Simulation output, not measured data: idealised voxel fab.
The process module presented herein is designated voxel wiring stack.
Pictured: cross-section cut, 240 nm wide, on a grid of 5 nm square cells.
The cross-sections in this document take the form of a grid made of square cells. They are written out as bands, in order from top to bottom. Each band consists of one or more rows of cells. Heads up on the band format: heights come first, top then bottom, in nm. After that it's the materials left to right, each with its width in nm. A single material flagged "all across" fills the whole band edge to edge, and "air" means there's empty space there. The reference from which all heights are counted is 0, the level beneath which the as-received wafer is entirely one material; the lowest band, having no lower bound, proceeds downward and is written after the example "0 nm and below". The two numbers in a width such as "30..40" mark its ends across the band: the first belongs to the top row of cells, the second to the bottom row, and from each row to the next the width moves by the same amount. What does "same as before" mean for a step? It means no cell of the cross-section changed in that step. Entry "Closed void roster" = empty spaces >= 8 cells with no open way to the top; each as width x height at distance, distance from left edge, all nm. Where a step's line continues beyond its settings, the continuation is a remark by the simulator itself on that step. overlay nm: where the mask lay relative to plan, measured to the right, on steps with a mask; negatives go left.
The following list gives the planned process steps:
1. op RECEIVE | material Si
2. op CONFORMAL_DEP | material SiO2 | thk nm 15
3. op CONFORMAL_DEP | material SiCN | thk nm 5
4. op DIRECTIONAL_DEP | material lowk | thk nm 20
5. op PATTERN | tone open | mask id METAL_1 | material resist | width nm 20 | pitch nm 45 | thk nm 15 | overlay nm 0
6. op DIRECTIONAL_ETCH | etch materials lowk | depth nm 20
7. op DIRECTIONAL_ETCH | etch materials SiCN | depth nm 5
8. op STRIP | etch materials resist
9. op CONFORMAL_DEP | material TiN | thk nm 5
10. op FILL_DEP | material Cu | thk nm 10
11. op CMP | height nm 40
12. op EPI | material Ru | thk nm 5
13. op FILL_DEP | material SiCN | thk nm 5
14. op DIRECTIONAL_DEP | material SiO2 | thk nm 25
15. op MASKED_ETCH | tone open | mask id METAL_2 | width nm 20 | pitch nm 45 | etch materials SiO2 | depth nm 15 | overlay nm 0
16. op PATTERN | tone open | mask id METAL_2_HOLES | material resist | width nm 15 | pitch nm 45 | thk nm 20 | overlay nm 0
17. op DIRECTIONAL_ETCH | etch materials SiO2 | depth nm 10
18. op DIRECTIONAL_ETCH | etch materials SiCN | depth nm 5
19. op STRIP | etch materials resist
20. op CONFORMAL_DEP | material TiN | thk nm 5
21. op FILL_DEP | material Cu | thk nm 10
22. op CMP | height nm 75
23. op CONFORMAL_DEP | material SiCN | thk nm 5
24. op DIRECTIONAL_DEP | material SiO2 | thk nm 30
25. op PATTERN | tone open | mask id METAL_3 | material resist | width nm 20 | pitch nm 45 | thk nm 20 | overlay nm 0
26. op DIRECTIONAL_ETCH | etch materials SiO2 | depth nm 20
27. op STRIP | etch materials resist
28. op MASKED_ETCH | tone open | mask id METAL_3_HOLES | width nm 15 | pitch nm 45 | etch materials SiO2 | depth nm 10 | overlay nm 0
29. op MASKED_ETCH | tone open | mask id METAL_3_HOLES | width nm 15 | pitch nm 45 | etch materials SiCN | depth nm 5 | overlay nm 0
30. op CONFORMAL_DEP | material TiN | thk nm 5
31. op FILL_DEP | material Cu | thk nm 10
32. op CMP | height nm 110
33. op CONFORMAL_DEP | material SiCN | thk nm 5
Delivered wafer in cross-section: state after step 1:
* 0 nm and below = Si all across
* Closed void roster: none
Cross-section taken at module completion on the first of two wafers; processed per the plan:
* 115 nm to 110 nm = SiCN all across
* 110 nm to 95 nm = 65 SiO2 | 5 TiN | 10 Cu | 5 TiN | 25 SiO2 | 5 TiN | 10 Cu | 5 TiN | 25 SiO2 | 5 TiN | 10 Cu | 5 TiN | 65 SiO2
* 95 nm to 90 nm = 65 SiO2 | 5 TiN | 5 Cu | 10 TiN | 25 SiO2 | 5 TiN | 5 Cu | 10 TiN | 25 SiO2 | 5 TiN | 5 Cu | 10 TiN | 65 SiO2
* 90 nm to 80 nm = 65 SiO2 | 5 TiN | 5 Cu | 5 TiN | 30 SiO2 | 5 TiN | 5 Cu | 5 TiN | 30 SiO2 | 5 TiN | 5 Cu | 5 TiN | 70 SiO2
* 80 nm to 75 nm = 65 SiCN | 15 TiN | 30 SiCN | 15 TiN | 30 SiCN | 15 TiN | 70 SiCN
* 75 nm to 65 nm = 65 SiO2 | 5 TiN | 10 Cu | 5 TiN | 25 SiO2 | 5 TiN | 10 Cu | 5 TiN | 25 SiO2 | 5 TiN | 10 Cu | 5 TiN | 65 SiO2
* 65 nm to 60 nm = 65 SiO2 | 5 TiN | 5 Cu | 10 TiN | 25 SiO2 | 5 TiN | 5 Cu | 10 TiN | 25 SiO2 | 5 TiN | 5 Cu | 10 TiN | 65 SiO2
* 60 nm to 50 nm = 65 SiO2 | 5 TiN | 5 Cu | 5 TiN | 30 SiO2 | 5 TiN | 5 Cu | 5 TiN | 30 SiO2 | 5 TiN | 5 Cu | 5 TiN | 70 SiO2
* 50 nm to 45 nm = 65 SiCN | 15 TiN | 30 SiCN | 15 TiN | 30 SiCN | 15 TiN | 70 SiCN
* 45 nm to 40 nm = 60 SiCN | 30 Ru | 15 SiCN | 30 Ru | 15 SiCN | 30 Ru | 60 SiCN
* 40 nm to 20 nm = 65 lowk | 5 TiN | 10 Cu | 5 TiN | 25 lowk | 5 TiN | 10 Cu | 5 TiN | 25 lowk | 5 TiN | 10 Cu | 5 TiN | 65 lowk
* 20 nm to 15 nm = 65 SiCN | 20 TiN | 25 SiCN | 20 TiN | 25 SiCN | 20 TiN | 65 SiCN
* 15 nm to 0 nm = SiO2 all across
* 0 nm and below = Si all across
* Closed void roster: none
Now the second wafer, cross-sectioned at the end of the module. Nothing different at the start, nothing different in the plan compared with the first, just one mistake when it was actually run:
* 115 nm to 110 nm = SiCN all across
* 110 nm to 80 nm = SiO2 all across
* 80 nm to 75 nm = SiCN all across
* 75 nm to 65 nm = 65 SiO2 | 5 TiN | 10 Cu | 5 TiN | 25 SiO2 | 5 TiN | 10 Cu | 5 TiN | 25 SiO2 | 5 TiN | 10 Cu | 5 TiN | 65 SiO2
* 65 nm to 60 nm = 65 SiO2 | 5 TiN | 5 Cu | 10 TiN | 25 SiO2 | 5 TiN | 5 Cu | 10 TiN | 25 SiO2 | 5 TiN | 5 Cu | 10 TiN | 65 SiO2
* 60 nm to 50 nm = 65 SiO2 | 5 TiN | 5 Cu | 5 TiN | 30 SiO2 | 5 TiN | 5 Cu | 5 TiN | 30 SiO2 | 5 TiN | 5 Cu | 5 TiN | 70 SiO2
* 50 nm to 45 nm = 65 SiCN | 15 TiN | 30 SiCN | 15 TiN | 30 SiCN | 15 TiN | 70 SiCN
* 45 nm to 40 nm = 60 SiCN | 30 Ru | 15 SiCN | 30 Ru | 15 SiCN | 30 Ru | 60 SiCN
* 40 nm to 20 nm = 65 lowk | 5 TiN | 10 Cu | 5 TiN | 25 lowk | 5 TiN | 10 Cu | 5 TiN | 25 lowk | 5 TiN | 10 Cu | 5 TiN | 65 lowk
* 20 nm to 15 nm = 65 SiCN | 20 TiN | 25 SiCN | 20 TiN | 25 SiCN | 20 TiN | 65 SiCN
* 15 nm to 0 nm = SiO2 all across
* 0 nm and below = Si all across
* Closed void roster: none
Against the plan, the run slipped here: the plan's step 24 ran twice
Materials where the second wafer ends with more or fewer cells than the first: 27 fewer of Cu; 9 more of SiCN; 66 more of SiO2; 48 fewer of TiN
